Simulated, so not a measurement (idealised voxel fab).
This section sets out a process module, namely voxel capacitor over wiring.
245 nm wide, 5 nm square cells: that's cross-section cut.
In this document a cross-section is written as a grid of square cells. It is given as a series of bands, listed from the top down, and a band is one or more rows of cells.
Read a band's entry like this: the first values are the height of its top and the height of its bottom in nm, and what follows is the sequence of materials from left to right, each with its width in nm. Note that "blank" is empty space, and that a single material marked "all across" reaches across the band from edge to edge.
Below 0: as-received wafer, all one material; heights counted from there. Lowest band: no bottom, goes on down, written "0 -> down".
The expression "30 to 40" gives the width at the extremes of the band, the first number at its top row of cells and the second at its bottom row, with the width changing by equal amounts from each row to the next in between.
Key: "no alterations made" - step with no changed cell in the cross-section.
Voids not open to the top, 8 cells minimum: see "Sealed voids". Written width x height at distance; distance is from the left edge; nm.
Post-settings text on a step line: simulator's own remark regarding the step.
"overlay nm" answers the question of how far to the right of plan the mask lay on a step that has a mask, and when it is negative the answer is to the left.

-- Process steps foreseen in the plan
1. RECEIVE, material Si
2. CONFORMAL_DEP, material SiO2, thk nm 15
3. CONFORMAL_DEP, material SiCN, thk nm 5
4. DIRECTIONAL_DEP, material lowk, thk nm 25
5. DIRECTIONAL_DEP, material aC, thk nm 15
6. PATTERN, tone open, mask id METAL_1, material resist, width nm 20, pitch nm 90, thk nm 35, overlay nm 0
7. DIRECTIONAL_ETCH, etch materials aC, depth nm 15
8. STRIP, etch materials resist
9. DIRECTIONAL_ETCH, etch materials lowk, depth nm 25
10. DIRECTIONAL_ETCH, etch materials SiCN, depth nm 5
11. STRIP, etch materials aC
12. CONFORMAL_DEP, material TiN, thk nm 5
13. FILL_DEP, material Cu, thk nm 5
14. CMP, height nm 45
15. EPI, material Ru, thk nm 5
16. FILL_DEP, material SiCN, thk nm 5
17. DIRECTIONAL_DEP, material SiO2, thk nm 20
18. PATTERN, tone open, mask id PLUG_1, material resist, width nm 15, thk nm 20, overlay nm 0
19. DIRECTIONAL_ETCH, etch materials SiO2, depth nm 20
20. DIRECTIONAL_ETCH, etch materials SiCN, depth nm 5
21. STRIP, etch materials resist
22. EPI, material Ru, thk nm 10
23. EPI, material Ru, thk nm 10
24. EPI, material Ru, thk nm 5
25. DIRECTIONAL_DEP, material TiN, thk nm 5
26. DIRECTIONAL_DEP, material Al2O3, thk nm 5
27. DIRECTIONAL_DEP, material TiN, thk nm 5
28. MASKED_ETCH, tone cover, mask id UPPER_PLATE, width nm 75, etch materials TiN, depth nm 5, overlay nm 0
29. MASKED_ETCH, tone cover, mask id UPPER_PLATE, width nm 75, etch materials Al2O3, depth nm 5, overlay nm 0
30. DIRECTIONAL_DEP, material aC, thk nm 15
31. PATTERN, tone cover, mask id LOWER_PLATE, material resist, width nm 85, thk nm 30, overlay nm 0
32. DIRECTIONAL_ETCH, etch materials aC, depth nm 15
33. STRIP, etch materials resist
34. DIRECTIONAL_ETCH, etch materials TiN, depth nm 5
35. STRIP, etch materials aC
36. FILL_DEP, material SiO2, thk nm 20
37. CMP, height nm 105
38. DIRECTIONAL_DEP, material aC, thk nm 15
39. PATTERN, tone open, mask id PLUG_2, material resist, width nm 15, thk nm 35, overlay nm 0
40. DIRECTIONAL_ETCH, etch materials aC, depth nm 15
41. STRIP, etch materials resist
42. DIRECTIONAL_ETCH, etch materials SiO2, depth nm 15
43. STRIP, etch materials aC
44. CONFORMAL_DEP, material TiN, thk nm 5
45. FILL_DEP, material Cu, thk nm 10
46. CMP, height nm 105
47. CONFORMAL_DEP, material SiN, thk nm 5

-- What follows covers the first of two wafers; it ran as planned

-- So this is the incoming wafer in cross-section - it's already been through step 1
- 0 -> down = Si all across
- Sealed voids: none

-- Once step 2 is through, the wafer looks like this in cross-section
- 15 -> 0 = SiO2 all across
- Under 0: no change, same as before.

-- Once step 3 is through, the wafer looks like this in cross-section
- 20 -> 15 = SiCN all across
- Under 15: no change, same as before.

-- Once step 4 is through, the wafer looks like this in cross-section
- 45 -> 20 = lowk all across
- Under 20: no change, same as before.

-- Once step 5 is through, the wafer looks like this in cross-section
- 60 -> 45 = aC all across
- Under 45: no change, same as before.

-- Once step 6 is through, the wafer looks like this in cross-section
- 95 -> 60 = resist 65, blank 20, resist 70, blank 20, resist 70
- Under 60: no change, same as before.

-- Once step 7 is through, the wafer looks like this in cross-section
- 80 -> 60 = resist 65, blank 20, resist 70, blank 20, resist 70
- 60 -> 45 = aC 65, blank 20, aC 70, blank 20, aC 70
- Under 45: no change, same as before.

-- Once step 8 is through, the wafer looks like this in cross-section
- 60 -> 45 = aC 65, blank 20, aC 70, blank 20, aC 70
- Under 45: no change, same as before.

-- Once step 9 is through, the wafer looks like this in cross-section
- 60 -> 45 = aC 65, blank 20, aC 70, blank 20, aC 70
- 45 -> 20 = lowk 65, blank 20, lowk 70, blank 20, lowk 70
- Under 20: no change, same as before.

-- Once step 10 is through, the wafer looks like this in cross-section
- 60 -> 45 = aC 65, blank 20, aC 70, blank 20, aC 70
- 45 -> 20 = lowk 65, blank 20, lowk 70, blank 20, lowk 70
- 20 -> 15 = SiCN 65, blank 20, SiCN 70, blank 20, SiCN 70
- Under 15: no change, same as before.

-- Once step 11 is through, the wafer looks like this in cross-section
- 45 -> 20 = lowk 65, blank 20, lowk 70, blank 20, lowk 70
- Under 20: no change, same as before.

-- Once step 12 is through, the wafer looks like this in cross-section
- 50 -> 45 = TiN 70, blank 10, TiN 80, blank 10, TiN 75
- 45 -> 20 = lowk 65, TiN 5, blank 10, TiN 5, lowk 70, TiN 5, blank 10, TiN 5, lowk 70
- 20 -> 15 = SiCN 65, TiN 20, SiCN 70, TiN 20, SiCN 70
- Under 15: no change, same as before.

-- Once step 13 is through, the wafer looks like this in cross-section
- 55 -> 50 = Cu all across
- 50 -> 45 = TiN 70, Cu 10, TiN 80, Cu 10, TiN 75
- 45 -> 20 = lowk 65, TiN 5, Cu 10, TiN 5, lowk 70, TiN 5, Cu 10, TiN 5, lowk 70
- Under 20: no change, same as before.

-- Once step 14 is through, the wafer looks like this in cross-section
- 45 -> 20 = lowk 65, TiN 5, Cu 10, TiN 5, lowk 70, TiN 5, Cu 10, TiN 5, lowk 70
- Under 20: no change, same as before.

-- Once step 15 is through, the wafer looks like this in cross-section
- 50 -> 45 = blank 60, Ru 30, blank 60, Ru 30, blank 65
- Under 45: no change, same as before.

-- Once step 16 is through, the wafer looks like this in cross-section
- 55 -> 50 = SiCN all across
- 50 -> 45 = SiCN 60, Ru 30, SiCN 60, Ru 30, SiCN 65
- Under 45: no change, same as before.

-- Once step 17 is through, the wafer looks like this in cross-section
- 75 -> 55 = SiO2 all across
- Under 55: no change, same as before.

-- Once step 18 is through, the wafer looks like this in cross-section
- 95 -> 75 = resist 70, blank 15, resist 160
- Under 75: no change, same as before.

-- Once step 19 is through, the wafer looks like this in cross-section
- 95 -> 75 = resist 70, blank 15, resist 160
- 75 -> 55 = SiO2 70, blank 15, SiO2 160
- Under 55: no change, same as before.

-- Once step 20 is through, the wafer looks like this in cross-section
- 95 -> 75 = resist 70, blank 15, resist 160
- 75 -> 55 = SiO2 70, blank 15, SiO2 160
- 55 -> 50 = SiCN 70, blank 15, SiCN 160
- Under 50: no change, same as before.

-- Once step 21 is through, the wafer looks like this in cross-section
- 75 -> 55 = SiO2 70, blank 15, SiO2 160
- Under 55: no change, same as before.

-- Once step 22 is through, the wafer looks like this in cross-section
- 75 -> 60 = SiO2 70, blank 15, SiO2 160
- 60 -> 55 = SiO2 70, Ru 15, SiO2 160
- 55 -> 50 = SiCN 70, Ru 15, SiCN 160
- Under 50: no change, same as before.

-- Once step 23 is through, the wafer looks like this in cross-section
- 75 -> 70 = SiO2 70, blank 15, SiO2 160
- 70 -> 55 = SiO2 70, Ru 15, SiO2 160
- Under 55: no change, same as before.

-- Once step 24 is through, the wafer looks like this in cross-section
- 75 -> 55 = SiO2 70, Ru 15, SiO2 160
- Under 55: no change, same as before.

-- Once step 25 is through, the wafer looks like this in cross-section
- 80 -> 75 = TiN all across
- Under 75: no change, same as before.

-- Once step 26 is through, the wafer looks like this in cross-section
- 85 -> 80 = Al2O3 all across
- Under 80: no change, same as before.

-- Once step 27 is through, the wafer looks like this in cross-section
- 90 -> 85 = TiN all across
- Under 85: no change, same as before.

-- Once step 28 is through, the wafer looks like this in cross-section
- 90 -> 85 = blank 70, TiN 75, blank 100
- Under 85: no change, same as before.

-- Once step 29 is through, the wafer looks like this in cross-section
- 90 -> 85 = blank 70, TiN 75, blank 100
- 85 -> 80 = blank 70, Al2O3 75, blank 100
- Under 80: no change, same as before.

-- Once step 30 is through, the wafer looks like this in cross-section
- 105 -> 95 = blank 70, aC 75, blank 100
- 95 -> 90 = aC all across
- 90 -> 85 = aC 70, TiN 75, aC 100
- 85 -> 80 = aC 70, Al2O3 75, aC 100
- Under 80: no change, same as before.

-- Once step 31 is through, the wafer looks like this in cross-section
- 135 -> 105 = blank 65, resist 85, blank 95
- 105 -> 95 = blank 65, resist 5, aC 75, resist 5, blank 95
- Under 95: no change, same as before.

-- Once step 32 is through, the wafer looks like this in cross-section
- 120 -> 105 = blank 65, resist 85, blank 95
- 105 -> 95 = blank 65, resist 5, aC 75, resist 5, blank 95
- 95 -> 90 = blank 65, aC 85, blank 95
- 90 -> 85 = blank 65, aC 5, TiN 75, aC 5, blank 95
- 85 -> 80 = blank 65, aC 5, Al2O3 75, aC 5, blank 95
- Under 80: no change, same as before.

-- Once step 33 is through, the wafer looks like this in cross-section
- 105 -> 95 = blank 70, aC 75, blank 100
- Under 95: no change, same as before.

-- Once step 34 is through, the wafer looks like this in cross-section
- 105 -> 95 = blank 70, aC 75, blank 100
- 95 -> 90 = blank 65, aC 85, blank 95
- 90 -> 85 = blank 65, aC 5, TiN 75, aC 5, blank 95
- 85 -> 80 = blank 65, aC 5, Al2O3 75, aC 5, blank 95
- 80 -> 75 = blank 65, TiN 85, blank 95
- Under 75: no change, same as before.

-- Once step 35 is through, the wafer looks like this in cross-section
- 90 -> 85 = blank 70, TiN 75, blank 100
- 85 -> 80 = blank 70, Al2O3 75, blank 100
- Under 80: no change, same as before.

-- Once step 36 is through, the wafer looks like this in cross-section
- 110 -> 90 = SiO2 all across
- 90 -> 85 = SiO2 70, TiN 75, SiO2 100
- 85 -> 80 = SiO2 70, Al2O3 75, SiO2 100
- 80 -> 75 = SiO2 65, TiN 85, SiO2 95
- Under 75: no change, same as before.

-- Once step 37 is through, the wafer looks like this in cross-section
- 105 -> 90 = SiO2 all across
- Under 90: no change, same as before.

-- Once step 38 is through, the wafer looks like this in cross-section
- 120 -> 105 = aC all across
- Under 105: no change, same as before.

-- Once step 39 is through, the wafer looks like this in cross-section
- 155 -> 120 = resist 80, blank 15, resist 150
- Under 120: no change, same as before.

-- Once step 40 is through, the wafer looks like this in cross-section
- 140 -> 120 = resist 80, blank 15, resist 150
- 120 -> 105 = aC 80, blank 15, aC 150
- Under 105: no change, same as before.

-- Once step 41 is through, the wafer looks like this in cross-section
- 120 -> 105 = aC 80, blank 15, aC 150
- Under 105: no change, same as before.

-- Once step 42 is through, the wafer looks like this in cross-section
- 120 -> 105 = aC 80, blank 15, aC 150
- 105 -> 90 = SiO2 80, blank 15, SiO2 150
- Under 90: no change, same as before.

-- Once step 43 is through, the wafer looks like this in cross-section
- 105 -> 90 = SiO2 80, blank 15, SiO2 150
- Under 90: no change, same as before.

-- Once step 44 is through, the wafer looks like this in cross-section
- 110 -> 105 = TiN 85, blank 5, TiN 155
- 105 -> 95 = SiO2 80, TiN 5, blank 5, TiN 5, SiO2 150
- 95 -> 85 = SiO2 80 to 70, TiN 15 to 75, SiO2 150 to 100
- Under 85: no change, same as before.

-- Once step 45 is through, the wafer looks like this in cross-section
- 120 -> 110 = Cu all across
- 110 -> 105 = TiN 85, Cu 5, TiN 155
- 105 -> 95 = SiO2 80, TiN 5, Cu 5, TiN 5, SiO2 150
- Under 95: no change, same as before.

-- Once step 46 is through, the wafer looks like this in cross-section
- 105 -> 95 = SiO2 80, TiN 5, Cu 5, TiN 5, SiO2 150
- Under 95: no change, same as before.

-- Once step 47 is through, the wafer looks like this in cross-section
- 110 -> 105 = SiN all across
- Under 105: no change, same as before.

-- Second wafer, same starting conditions and recipe as the first, one mistake in executing it, nothing differs from the first up to and including step 38

-- Here is the second wafer in cross-section at the point where step 39 of the plan should have been done
- 155 -> 120 = blank 80, resist 15, blank 150
- Under 120: no change, same as before.

-- Here is the second wafer in cross-section at the point where step 40 of the plan should have been done
- 140 -> 120 = blank 80, resist 15, blank 150
- 120 -> 105 = blank 80, aC 15, blank 150
- Under 105: no change, same as before.

-- Here is the second wafer in cross-section at the point where step 41 of the plan should have been done
- 120 -> 105 = blank 80, aC 15, blank 150
- Under 105: no change, same as before.

-- Here is the second wafer in cross-section at the point where step 42 of the plan should have been done
- 120 -> 105 = blank 80, aC 15, blank 150
- 105 -> 90 = blank 80, SiO2 15, blank 150
- Under 90: no change, same as before.

-- Here is the second wafer in cross-section at the point where step 43 of the plan should have been done
- 105 -> 90 = blank 80, SiO2 15, blank 150
- Under 90: no change, same as before.

-- Here is the second wafer in cross-section at the point where step 44 of the plan should have been done
- 110 -> 105 = blank 75, TiN 25, blank 145
- 105 -> 95 = blank 75, TiN 5, SiO2 15, TiN 5, blank 145
- 95 -> 90 = TiN 80, SiO2 15, TiN 150
- Under 90: no change, same as before.

-- Here is the second wafer in cross-section at the point where step 45 of the plan should have been done
- 120 -> 110 = Cu all across
- 110 -> 105 = Cu 75, TiN 25, Cu 145
- 105 -> 95 = Cu 75, TiN 5, SiO2 15, TiN 5, Cu 145
- Under 95: no change, same as before.

-- Here is the second wafer in cross-section at the point where step 46 of the plan should have been done
- 105 -> 95 = Cu 75, TiN 5, SiO2 15, TiN 5, Cu 145
- Under 95: no change, same as before.

-- Here is the second wafer in cross-section at the point where step 47 of the plan should have been done
- 110 -> 105 = SiN all across
- Under 105: no change, same as before.
Diagnosis: for step 39, the planned setting was not used; the step was instead run as PATTERN, tone cover, mask id PLUG_2, material resist, width nm 15, thk nm 35, overlay nm 0
Bottom line after processing is that, in cells, the second wafer is up or down on some materials versus the first: Cu +86; SiO2 -129; TiN +43
